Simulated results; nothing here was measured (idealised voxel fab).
Process module in this document: voxel quadruple lines
Section cut is 295 nm wide and gridded with 5 nm square cells.
Each cross-section below is a grid of square cells, stated as bands in top-down order, with one or more rows of cells making up each band. Each band's line starts with the height of the band's top and of its bottom, in nm. Then come its materials from left to right, each with its width in nm. One material with "throughout" fills the band from edge to edge. "blank" is empty space. We count height from 0. Below that, the starting wafer is all one material. The lowest band never ends at the bottom but goes on down; see "0 -> down" for how that is written. Top row gets the first number, bottom row gets the second, and each row in between changes by the same step: that is how a band width like "30..40" works. What does "no change occurred" mean for a step? It means no cell of the cross-section changed in that step. "Closed voids list" lists enclosed empty spaces (at least 8 cells, no open path upward to the top), each as width x height at distance from the left edge, in nm. Text after the settings on a step's line: the simulator's own remark on that step. overlay nm: for a step with a mask, the amount by which the mask lay right of where it was planned; a negative amount means left of it.
### Steps planned for the process
1: RECEIVE | material Si
2: CONFORMAL_DEP | material Al2O3 | thk nm 5
3: DIRECTIONAL_DEP | material TiN | thk nm 15
4: DIRECTIONAL_DEP | material polySi | thk nm 20
5: DIRECTIONAL_DEP | material aC | thk nm 20
6: PATTERN | tone cover | mask id MANDREL | material resist | width nm 30 | thk nm 30 | overlay nm -15
7: DIRECTIONAL_ETCH | etch materials aC | depth nm 20
8: STRIP | etch materials resist
9: CONFORMAL_DEP | material SiO2 | thk nm 10
10: DIRECTIONAL_ETCH | etch materials SiO2 | depth nm 10
11: STRIP | etch materials aC
12: DIRECTIONAL_ETCH | etch materials polySi | depth nm 20
13: STRIP | etch materials SiO2
14: CONFORMAL_DEP | material SiCN | thk nm 10
15: DIRECTIONAL_ETCH | etch materials SiCN | depth nm 10
16: STRIP | etch materials polySi
17: DIRECTIONAL_ETCH | etch materials TiN | depth nm 15
18: STRIP | etch materials SiCN
The value of overlay nm given for step 6 in the plan refers to the first wafer; the wafers vary in this setting and are alike at the start.
### The first of several wafers as received, shown in cross-section; this is its state after step 1
  0 -> down  Si throughout
  Closed voids list: none
### So in this table every wafer gets its own row, and what you see is where it stands at the end of the module: for each material, how many cells it picked up (+) or gave up (-) since we received it, and after that its closed voids
overlay nm -15; +59 Al2O3; +24 TiN; Closed voids list: none
overlay nm -10; +59 Al2O3; +24 TiN; Closed voids list: none
overlay nm -5; +59 Al2O3; +24 TiN; Closed voids list: none
overlay nm 0; +59 Al2O3; +24 TiN; Closed voids list: none
overlay nm 5; +59 Al2O3; +24 TiN; Closed voids list: none
overlay nm 10; +59 Al2O3; +24 TiN; Closed voids list: none
overlay nm 15; +59 Al2O3; +24 TiN; Closed voids list: none
